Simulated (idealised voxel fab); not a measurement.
process module | voxel ribs on slabs
cross-section cut | 290 nm wide | cells 5 nm
A cross-section is a grid of square cells, given in bands from the top down. A band is one or more rows of cells.
Each band's line starts with the height of the band's top and of its bottom, in nm. Then come its materials from left to right, each with its width in nm. One material with "throughout" fills the band from edge to edge. "air" is empty space.
Height 0 is the level under which the wafer as received is all one material. The lowest band goes on downwards, as in "0 down".
A width such as "30 to 40" changes by the same amount from each row of cells to the next, from the band's top row to its bottom row.
"no change" after a step means that no cell of the cross-section changed.
closed voids: empty space of 8 cells or more with no open way to the top, each as width x height at its distance from the left edge, in nm
after a step's settings: what the simulator itself notes on the step
overlay nm, on a step with a mask: how far to the right of its planned place the mask lay; to the left if negative
Each pair below shows a cross-section before one step and the cross-section after it, down to the lowest band that changed. The line under each pair gives the step between them, with its settings. The pairs can come from different runs of this module on the same starting wafer, so a pair continues from the pair above only where its "before" says so.
before
  0 down: Si throughout
  closed voids: none
after
  25 to 0: SiO2 throughout
  below 0: unchanged
  closed voids: none
the step between: op DIRECTIONAL_DEP | material SiO2 | thk nm 25
before: the cross-section after the pair above
after
  45 to 25: SiN throughout
  below 25: unchanged
  closed voids: none
the step between: op DIRECTIONAL_DEP | material SiN | thk nm 20
before: the cross-section after the pair above
after
  55 to 45: aC throughout
  below 45: unchanged
  closed voids: none
the step between: op DIRECTIONAL_DEP | material aC | thk nm 10
before: the cross-section after the pair above
after
  85 to 55: air 130 | resist 30 | air 130
  below 55: unchanged
  closed voids: none
the step between: op PATTERN | tone cover | mask id RIB | material resist | width nm 30 | thk nm 30 | overlay nm 0
before: the cross-section after the pair above
after
  75 to 55: air 130 | resist 30 | air 130
  55 to 45: air 130 | aC 30 | air 130
  below 45: unchanged
  closed voids: none
the step between: op DIRECTIONAL_ETCH | etch materials aC | depth nm 10
before: the cross-section after the pair above
after
  55 to 45: air 130 | aC 30 | air 130
  below 45: unchanged
  closed voids: none
the step between: op STRIP | etch materials resist
before: the cross-section after the pair above
after
  55 to 45: air 130 | aC 30 | air 130
  45 to 40: air 130 | SiN 30 | air 130
  below 40: unchanged
  closed voids: none
the step between: op DIRECTIONAL_ETCH | etch materials SiN | depth nm 5
before: the cross-section after the pair above
after
  45 to 40: air 130 | SiN 30 | air 130
  below 40: unchanged
  closed voids: none
the step between: op STRIP | etch materials aC
before: the cross-section after the pair above
after
  60 to 45: air 100 | resist 90 | air 100
  45 to 40: air 100 | resist 30 | SiN 30 | resist 30 | air 100
  below 40: unchanged
  closed voids: none
the step between: op PATTERN | tone cover | mask id SLAB | material resist | width nm 90 | thk nm 15 | overlay nm 0
before: the cross-section after the pair above
after
  60 to 45: air 100 | resist 90 | air 100
  45 to 40: air 100 | resist 30 | SiN 30 | resist 30 | air 100
  40 to 25: air 100 | SiN 90 | air 100
  below 25: unchanged
  closed voids: none
the step between: op DIRECTIONAL_ETCH | etch materials SiN | depth nm 15
before: the cross-section after the pair above
after
  45 to 40: air 130 | SiN 30 | air 130
  below 40: unchanged
  closed voids: none
the step between: op STRIP | etch materials resist
before: the cross-section after the pair above
after
  65 to 45: SiO2 throughout
  45 to 40: SiO2 130 | SiN 30 | SiO2 130
  40 to 25: SiO2 100 | SiN 90 | SiO2 100
  below 25: unchanged
  closed voids: none
the step between: op FILL_DEP | material SiO2 | thk nm 20
before: the cross-section after the pair above
after
  60 to 45: SiO2 throughout
  below 45: unchanged
  closed voids: none
the step between: op CMP | height nm 60
before: the cross-section after the pair above
after
  70 to 60: TiN throughout
  below 60: unchanged
  closed voids: none
the step between: op DIRECTIONAL_DEP | material TiN | thk nm 10
before: the cross-section after the pair above
after
  80 to 70: aC throughout
  below 70: unchanged
  closed voids: none
the step between: op DIRECTIONAL_DEP | material aC | thk nm 10
before: the cross-section after the pair above
after
  105 to 80: air 125 | resist 40 | air 125
  below 80: unchanged
  closed voids: none
the step between: op PATTERN | tone cover | mask id HEATER | material resist | width nm 40 | thk nm 25 | overlay nm 0
before: the cross-section after the pair above
after
  95 to 80: air 125 | resist 40 | air 125
  80 to 70: air 125 | aC 40 | air 125
  below 70: unchanged
  closed voids: none
the step between: op DIRECTIONAL_ETCH | etch materials aC | depth nm 10
before: the cross-section after the pair above
after
  80 to 70: air 125 | aC 40 | air 125
  below 70: unchanged
  closed voids: none
the step between: op STRIP | etch materials resist
before: the cross-section after the pair above
after
  80 to 70: air 125 | aC 40 | air 125
  70 to 60: air 125 | TiN 40 | air 125
  below 60: unchanged
  closed voids: none
the step between: op DIRECTIONAL_ETCH | etch materials TiN | depth nm 10
before: the cross-section after the pair above
after
  70 to 60: air 125 | TiN 40 | air 125
  below 60: unchanged
  closed voids: none
the step between: op STRIP | etch materials aC
before: the cross-section after the pair above
after
  75 to 70: air 120 | SiN 50 | air 120
  70 to 65: air 120 | SiN 5 | TiN 40 | SiN 5 | air 120
  65 to 60: SiN 125 | TiN 40 | SiN 125
  below 60: unchanged
  closed voids: none
the step between: op CONFORMAL_DEP | material SiN | thk nm 5
before
  45 to 25: SiN throughout
  25 to 0: SiO2 throughout
  0 down: Si throughout
  closed voids: none
after
  65 to 25: SiN throughout
  below 25: unchanged
  closed voids: none
the step between: op DIRECTIONAL_DEP | material SiN | thk nm 20
before: the cross-section after the pair above
after
  75 to 65: aC throughout
  below 65: unchanged
  closed voids: none
the step between: op DIRECTIONAL_DEP | material aC | thk nm 10
before: the cross-section after the pair above
after
  105 to 75: air 130 | resist 30 | air 130
  below 75: unchanged
  closed voids: none
the step between: op PATTERN | tone cover | mask id RIB | material resist | width nm 30 | thk nm 30 | overlay nm 0
before: the cross-section after the pair above
after
  95 to 75: air 130 | resist 30 | air 130
  75 to 65: air 130 | aC 30 | air 130
  below 65: unchanged
  closed voids: none
the step between: op DIRECTIONAL_ETCH | etch materials aC | depth nm 10
before: the cross-section after the pair above
after
  75 to 65: air 130 | aC 30 | air 130
  below 65: unchanged
  closed voids: none
the step between: op STRIP | etch materials resist
before: the cross-section after the pair above
after
  75 to 65: air 130 | aC 30 | air 130
  65 to 60: air 130 | SiN 30 | air 130
  below 60: unchanged
  closed voids: none
the step between: op DIRECTIONAL_ETCH | etch materials SiN | depth nm 5
before: the cross-section after the pair above
after
  65 to 60: air 130 | SiN 30 | air 130
  below 60: unchanged
  closed voids: none
the step between: op STRIP | etch materials aC
before: the cross-section after the pair above
after
  80 to 65: air 100 | resist 90 | air 100
  65 to 60: air 100 | resist 30 | SiN 30 | resist 30 | air 100
  below 60: unchanged
  closed voids: none
the step between: op PATTERN | tone cover | mask id SLAB | material resist | width nm 90 | thk nm 15 | overlay nm 0
before: the cross-section after the pair above
after
  80 to 65: air 100 | resist 90 | air 100
  65 to 60: air 100 | resist 30 | SiN 30 | resist 30 | air 100
  60 to 45: air 100 | SiN 90 | air 100
  below 45: unchanged
  closed voids: none
the step between: op DIRECTIONAL_ETCH | etch materials SiN | depth nm 15
before: the cross-section after the pair above
after
  65 to 60: air 130 | SiN 30 | air 130
  below 60: unchanged
  closed voids: none
the step between: op STRIP | etch materials resist
before: the cross-section after the pair above
after
  85 to 65: SiO2 throughout
  65 to 60: SiO2 130 | SiN 30 | SiO2 130
  60 to 45: SiO2 100 | SiN 90 | SiO2 100
  below 45: unchanged
  closed voids: none
the step between: op FILL_DEP | material SiO2 | thk nm 20
before: the cross-section after the pair above
after
  60 to 45: SiO2 100 | SiN 90 | SiO2 100
  below 45: unchanged
  closed voids: none
the step between: op CMP | height nm 60
before: the cross-section after the pair above
after
  70 to 60: TiN throughout
  below 60: unchanged
  closed voids: none
the step between: op DIRECTIONAL_DEP | material TiN | thk nm 10
before: the cross-section after the pair above
after
  80 to 70: aC throughout
  below 70: unchanged
  closed voids: none
the step between: op DIRECTIONAL_DEP | material aC | thk nm 10
before: the cross-section after the pair above
after
  105 to 80: air 125 | resist 40 | air 125
  below 80: unchanged
  closed voids: none
the step between: op PATTERN | tone cover | mask id HEATER | material resist | width nm 40 | thk nm 25 | overlay nm 0
before: the cross-section after the pair above
after
  95 to 80: air 125 | resist 40 | air 125
  80 to 70: air 125 | aC 40 | air 125
  below 70: unchanged
  closed voids: none
the step between: op DIRECTIONAL_ETCH | etch materials aC | depth nm 10
before: the cross-section after the pair above
after
  80 to 70: air 125 | aC 40 | air 125
  below 70: unchanged
  closed voids: none
the step between: op STRIP | etch materials resist
before: the cross-section after the pair above
after
  80 to 70: air 125 | aC 40 | air 125
  70 to 60: air 125 | TiN 40 | air 125
  below 60: unchanged
  closed voids: none
the step between: op DIRECTIONAL_ETCH | etch materials TiN | depth nm 10
before: the cross-section after the pair above
after
  70 to 60: air 125 | TiN 40 | air 125
  below 60: unchanged
  closed voids: none
the step between: op STRIP | etch materials aC
before: the cross-section after the pair above
after
  75 to 70: air 120 | SiN 50 | air 120
  70 to 65: air 120 | SiN 5 | TiN 40 | SiN 5 | air 120
  65 to 60: SiN 125 | TiN 40 | SiN 125
  below 60: unchanged
  closed voids: none
the step between: op CONFORMAL_DEP | material SiN | thk nm 5
before
  0 down: Si throughout
  closed voids: none
after
  20 to 0: SiN throughout
  below 0: unchanged
  closed voids: none
the step between: op DIRECTIONAL_DEP | material SiN | thk nm 20
before: the cross-section after the pair above
after
  45 to 20: SiO2 throughout
  below 20: unchanged
  closed voids: none
the step between: op DIRECTIONAL_DEP | material SiO2 | thk nm 25
before: the cross-section after the pair above
after
  55 to 45: aC throughout
  below 45: unchanged
  closed voids: none
the step between: op DIRECTIONAL_DEP | material aC | thk nm 10
before: the cross-section after the pair above
after
  85 to 55: air 130 | resist 30 | air 130
  below 55: unchanged
  closed voids: none
the step between: op PATTERN | tone cover | mask id RIB | material resist | width nm 30 | thk nm 30 | overlay nm 0
before: the cross-section after the pair above
after
  75 to 55: air 130 | resist 30 | air 130
  55 to 45: air 130 | aC 30 | air 130
  below 45: unchanged
  closed voids: none
the step between: op DIRECTIONAL_ETCH | etch materials aC | depth nm 10
before: the cross-section after the pair above
after
  55 to 45: air 130 | aC 30 | air 130
  below 45: unchanged
  closed voids: none
the step between: op STRIP | etch materials resist
before: the cross-section after the pair above
after
  45 to 20: SiO2 throughout
  below 20: unchanged
  closed voids: none
the step between: op STRIP | etch materials aC
before: the cross-section after the pair above
after
  60 to 45: air 100 | resist 90 | air 100
  below 45: unchanged
  closed voids: none
the step between: op PATTERN | tone cover | mask id SLAB | material resist | width nm 90 | thk nm 15 | overlay nm 0
before: the cross-section after the pair above
after
  45 to 20: SiO2 throughout
  below 20: unchanged
  closed voids: none
the step between: op STRIP | etch materials resist
before: the cross-section after the pair above
after
  65 to 20: SiO2 throughout
  below 20: unchanged
  closed voids: none
the step between: op FILL_DEP | material SiO2 | thk nm 20
before: the cross-section after the pair above
after
  60 to 20: SiO2 throughout
  below 20: unchanged
  closed voids: none
the step between: op CMP | height nm 60
before: the cross-section after the pair above
after
  70 to 60: TiN throughout
  below 60: unchanged
  closed voids: none
the step between: op DIRECTIONAL_DEP | material TiN | thk nm 10
before: the cross-section after the pair above
after
  80 to 70: aC throughout
  below 70: unchanged
  closed voids: none
the step between: op DIRECTIONAL_DEP | material aC | thk nm 10
before: the cross-section after the pair above
after
  105 to 80: air 125 | resist 40 | air 125
  below 80: unchanged
  closed voids: none
the step between: op PATTERN | tone cover | mask id HEATER | material resist | width nm 40 | thk nm 25 | overlay nm 0
before: the cross-section after the pair above
after
  95 to 80: air 125 | resist 40 | air 125
  80 to 70: air 125 | aC 40 | air 125
  below 70: unchanged
  closed voids: none
the step between: op DIRECTIONAL_ETCH | etch materials aC | depth nm 10
before: the cross-section after the pair above
after
  80 to 70: air 125 | aC 40 | air 125
  below 70: unchanged
  closed voids: none
the step between: op STRIP | etch materials resist
before: the cross-section after the pair above
after
  80 to 70: air 125 | aC 40 | air 125
  70 to 60: air 125 | TiN 40 | air 125
  below 60: unchanged
  closed voids: none
the step between: op DIRECTIONAL_ETCH | etch materials TiN | depth nm 10
before: the cross-section after the pair above
after
  70 to 60: air 125 | TiN 40 | air 125
  below 60: unchanged
  closed voids: none
the step between: op STRIP | etch materials aC
before: the cross-section after the pair above
after
  75 to 70: air 120 | SiN 50 | air 120
  70 to 65: air 120 | SiN 5 | TiN 40 | SiN 5 | air 120
  65 to 60: SiN 125 | TiN 40 | SiN 125
  below 60: unchanged
  closed voids: none
the step between: op CONFORMAL_DEP | material SiN | thk nm 5
before
  60 to 45: SiO2 throughout
  45 to 40: SiO2 130 | SiN 30 | SiO2 130
  40 to 25: SiO2 100 | SiN 90 | SiO2 100
  25 to 0: SiO2 throughout
  0 down: Si throughout
  closed voids: none
after
  75 to 60: TiN throughout
  below 60: unchanged
  closed voids: none
the step between: op DIRECTIONAL_DEP | material TiN | thk nm 15
before: the cross-section after the pair above
after
  85 to 75: aC throughout
  below 75: unchanged
  closed voids: none
the step between: op DIRECTIONAL_DEP | material aC | thk nm 10
before: the cross-section after the pair above
after
  110 to 85: air 125 | resist 40 | air 125
  below 85: unchanged
  closed voids: none
the step between: op PATTERN | tone cover | mask id HEATER | material resist | width nm 40 | thk nm 25 | overlay nm 0
before: the cross-section after the pair above
after
  100 to 85: air 125 | resist 40 | air 125
  85 to 75: air 125 | aC 40 | air 125
  below 75: unchanged
  closed voids: none
the step between: op DIRECTIONAL_ETCH | etch materials aC | depth nm 10
before: the cross-section after the pair above
after
  85 to 75: air 125 | aC 40 | air 125
  below 75: unchanged
  closed voids: none
the step between: op STRIP | etch materials resist
before: the cross-section after the pair above
after
  85 to 75: air 125 | aC 40 | air 125
  75 to 65: air 125 | TiN 40 | air 125
  below 65: unchanged
  closed voids: none
the step between: op DIRECTIONAL_ETCH | etch materials TiN | depth nm 10
before: the cross-section after the pair above
after
  75 to 65: air 125 | TiN 40 | air 125
  below 65: unchanged
  closed voids: none
the step between: op STRIP | etch materials aC
before: the cross-section after the pair above
after
  80 to 75: air 120 | SiN 50 | air 120
  75 to 70: air 120 | SiN 5 | TiN 40 | SiN 5 | air 120
  70 to 65: SiN 125 | TiN 40 | SiN 125
  below 65: unchanged
  closed voids: none
the step between: op CONFORMAL_DEP | material SiN | thk nm 5
before
  45 to 40: air 130 | SiN 30 | air 130
  40 to 25: SiN throughout
  25 to 0: SiO2 throughout
  0 down: Si throughout
  closed voids: none
after
  60 to 45: air 105 | resist 85 | air 100
  45 to 40: air 105 | resist 25 | SiN 30 | resist 30 | air 100
  below 40: unchanged
  closed voids: none
the step between: op PATTERN | tone cover | mask id SLAB | material resist | width nm 85 | thk nm 15 | overlay nm 0
before: the cross-section after the pair above
after
  60 to 45: air 105 | resist 85 | air 100
  45 to 40: air 105 | resist 25 | SiN 30 | resist 30 | air 100
  40 to 25: air 105 | SiN 85 | air 100
  below 25: unchanged
  closed voids: none
the step between: op DIRECTIONAL_ETCH | etch materials SiN | depth nm 15
before: the cross-section after the pair above
after
  45 to 40: air 130 | SiN 30 | air 130
  below 40: unchanged
  closed voids: none
the step between: op STRIP | etch materials resist
before: the cross-section after the pair above
after
  65 to 45: SiO2 throughout
  45 to 40: SiO2 130 | SiN 30 | SiO2 130
  40 to 25: SiO2 105 | SiN 85 | SiO2 100
  below 25: unchanged
  closed voids: none
the step between: op FILL_DEP | material SiO2 | thk nm 20
before: the cross-section after the pair above
after
  60 to 45: SiO2 throughout
  below 45: unchanged
  closed voids: none
the step between: op CMP | height nm 60
before: the cross-section after the pair above
after
  70 to 60: TiN throughout
  below 60: unchanged
  closed voids: none
the step between: op DIRECTIONAL_DEP | material TiN | thk nm 10
before: the cross-section after the pair above
after
  80 to 70: aC throughout
  below 70: unchanged
  closed voids: none
the step between: op DIRECTIONAL_DEP | material aC | thk nm 10
before: the cross-section after the pair above
after
  105 to 80: air 125 | resist 40 | air 125
  below 80: unchanged
  closed voids: none
the step between: op PATTERN | tone cover | mask id HEATER | material resist | width nm 40 | thk nm 25 | overlay nm 0
before: the cross-section after the pair above
after
  95 to 80: air 125 | resist 40 | air 125
  80 to 70: air 125 | aC 40 | air 125
  below 70: unchanged
  closed voids: none
the step between: op DIRECTIONAL_ETCH | etch materials aC | depth nm 10
before: the cross-section after the pair above
after
  80 to 70: air 125 | aC 40 | air 125
  below 70: unchanged
  closed voids: none
the step between: op STRIP | etch materials resist
before: the cross-section after the pair above
after
  80 to 70: air 125 | aC 40 | air 125
  70 to 60: air 125 | TiN 40 | air 125
  below 60: unchanged
  closed voids: none
the step between: op DIRECTIONAL_ETCH | etch materials TiN | depth nm 10
before: the cross-section after the pair above
after
  70 to 60: air 125 | TiN 40 | air 125
  below 60: unchanged
  closed voids: none
the step between: op STRIP | etch materials aC
before: the cross-section after the pair above
after
  75 to 70: air 120 | SiN 50 | air 120
  70 to 65: air 120 | SiN 5 | TiN 40 | SiN 5 | air 120
  65 to 60: SiN 125 | TiN 40 | SiN 125
  below 60: unchanged
  closed voids: none
the step between: op CONFORMAL_DEP | material SiN | thk nm 5
before
  45 to 40: air 130 | SiN 30 | air 130
  40 to 25: SiN throughout
  25 to 0: SiO2 throughout
  0 down: Si throughout
  closed voids: none
after
  60 to 45: air 110 | resist 90 | air 90
  45 to 40: air 110 | resist 20 | SiN 30 | resist 40 | air 90
  below 40: unchanged
  closed voids: none
the step between: op PATTERN | tone cover | mask id SLAB | material resist | width nm 90 | thk nm 15 | overlay nm 10
before: the cross-section after the pair above
after
  60 to 45: air 110 | resist 90 | air 90
  45 to 40: air 110 | resist 20 | SiN 30 | resist 40 | air 90
  40 to 25: air 110 | SiN 90 | air 90
  below 25: unchanged
  closed voids: none
the step between: op DIRECTIONAL_ETCH | etch materials SiN | depth nm 15
before: the cross-section after the pair above
after
  45 to 40: air 130 | SiN 30 | air 130
  below 40: unchanged
  closed voids: none
the step between: op STRIP | etch materials resist
before: the cross-section after the pair above
after
  65 to 45: SiO2 throughout
  45 to 40: SiO2 130 | SiN 30 | SiO2 130
  40 to 25: SiO2 110 | SiN 90 | SiO2 90
  below 25: unchanged
  closed voids: none
the step between: op FILL_DEP | material SiO2 | thk nm 20
before: the cross-section after the pair above
after
  60 to 45: SiO2 throughout
  below 45: unchanged
  closed voids: none
the step between: op CMP | height nm 60
before: the cross-section after the pair above
after
  70 to 60: TiN throughout
  below 60: unchanged
  closed voids: none
the step between: op DIRECTIONAL_DEP | material TiN | thk nm 10
before: the cross-section after the pair above
after
  80 to 70: aC throughout
  below 70: unchanged
  closed voids: none
the step between: op DIRECTIONAL_DEP | material aC | thk nm 10
before: the cross-section after the pair above
after
  105 to 80: air 125 | resist 40 | air 125
  below 80: unchanged
  closed voids: none
the step between: op PATTERN | tone cover | mask id HEATER | material resist | width nm 40 | thk nm 25 | overlay nm 0
before: the cross-section after the pair above
after
  95 to 80: air 125 | resist 40 | air 125
  80 to 70: air 125 | aC 40 | air 125
  below 70: unchanged
  closed voids: none
the step between: op DIRECTIONAL_ETCH | etch materials aC | depth nm 10
before: the cross-section after the pair above
after
  80 to 70: air 125 | aC 40 | air 125
  below 70: unchanged
  closed voids: none
the step between: op STRIP | etch materials resist
before: the cross-section after the pair above
after
  80 to 70: air 125 | aC 40 | air 125
  70 to 60: air 125 | TiN 40 | air 125
  below 60: unchanged
  closed voids: none
the step between: op DIRECTIONAL_ETCH | etch materials TiN | depth nm 10
before: the cross-section after the pair above
after
  70 to 60: air 125 | TiN 40 | air 125
  below 60: unchanged
  closed voids: none
the step between: op STRIP | etch materials aC
before: the cross-section after the pair above
after
  75 to 70: air 120 | SiN 50 | air 120
  70 to 65: air 120 | SiN 5 | TiN 40 | SiN 5 | air 120
  65 to 60: SiN 125 | TiN 40 | SiN 125
  below 60: unchanged
  closed voids: none
the step between: op CONFORMAL_DEP | material SiN | thk nm 5
before
  70 to 60: TiN throughout
  60 to 45: SiO2 throughout
  45 to 40: SiO2 130 | SiN 30 | SiO2 130
  40 to 25: SiO2 100 | SiN 90 | SiO2 100
  25 to 0: SiO2 throughout
  0 down: Si throughout
  closed voids: none
after
  80 to 70: SiO2 throughout
  below 70: unchanged
  closed voids: none
the step between: op DIRECTIONAL_DEP | material SiO2 | thk nm 10
before: the cross-section after the pair above
after
  105 to 80: air 125 | resist 40 | air 125
  below 80: unchanged
  closed voids: none
the step between: op PATTERN | tone cover | mask id HEATER | material resist | width nm 40 | thk nm 25 | overlay nm 0
before: the cross-section after the pair above
after
  95 to 80: air 125 | resist 40 | air 125
  below 80: unchanged
  closed voids: none
the step between: op DIRECTIONAL_ETCH | etch materials aC | depth nm 10
before: the cross-section after the pair above
after
  80 to 70: SiO2 throughout
  below 70: unchanged
  closed voids: none
the step between: op STRIP | etch materials resist
before: the cross-section after the pair above
after
  85 to 80: SiN throughout
  below 80: unchanged
  closed voids: none
the step between: op CONFORMAL_DEP | material SiN | thk nm 5
before
  80 to 70: aC throughout
  70 to 60: TiN throughout
  60 to 45: SiO2 throughout
  45 to 40: SiO2 130 | SiN 30 | SiO2 130
  40 to 25: SiO2 100 | SiN 90 | SiO2 100
  25 to 0: SiO2 throughout
  0 down: Si throughout
  closed voids: none
after
  105 to 80: resist 125 | air 40 | resist 125
  below 80: unchanged
  closed voids: none
the step between: op PATTERN | tone open | mask id HEATER | material resist | width nm 40 | thk nm 25 | overlay nm 0
before: the cross-section after the pair above
after
  95 to 80: resist 125 | air 40 | resist 125
  80 to 70: aC 125 | air 40 | aC 125
  below 70: unchanged
  closed voids: none
the step between: op DIRECTIONAL_ETCH | etch materials aC | depth nm 10
before: the cross-section after the pair above
after
  80 to 70: aC 125 | air 40 | aC 125
  below 70: unchanged
  closed voids: none
the step between: op STRIP | etch materials resist
before: the cross-section after the pair above
after
  80 to 70: aC 125 | air 40 | aC 125
  70 to 60: TiN 125 | air 40 | TiN 125
  below 60: unchanged
  closed voids: none
the step between: op DIRECTIONAL_ETCH | etch materials TiN | depth nm 10
before: the cross-section after the pair above
after
  70 to 60: TiN 125 | air 40 | TiN 125
  below 60: unchanged
  closed voids: none
the step between: op STRIP | etch materials aC
before: the cross-section after the pair above
after
  75 to 70: SiN 130 | air 30 | SiN 130
  70 to 65: TiN 125 | SiN 5 | air 30 | SiN 5 | TiN 125
  65 to 60: TiN 125 | SiN 40 | TiN 125
  below 60: unchanged
  closed voids: none
the step between: op CONFORMAL_DEP | material SiN | thk nm 5
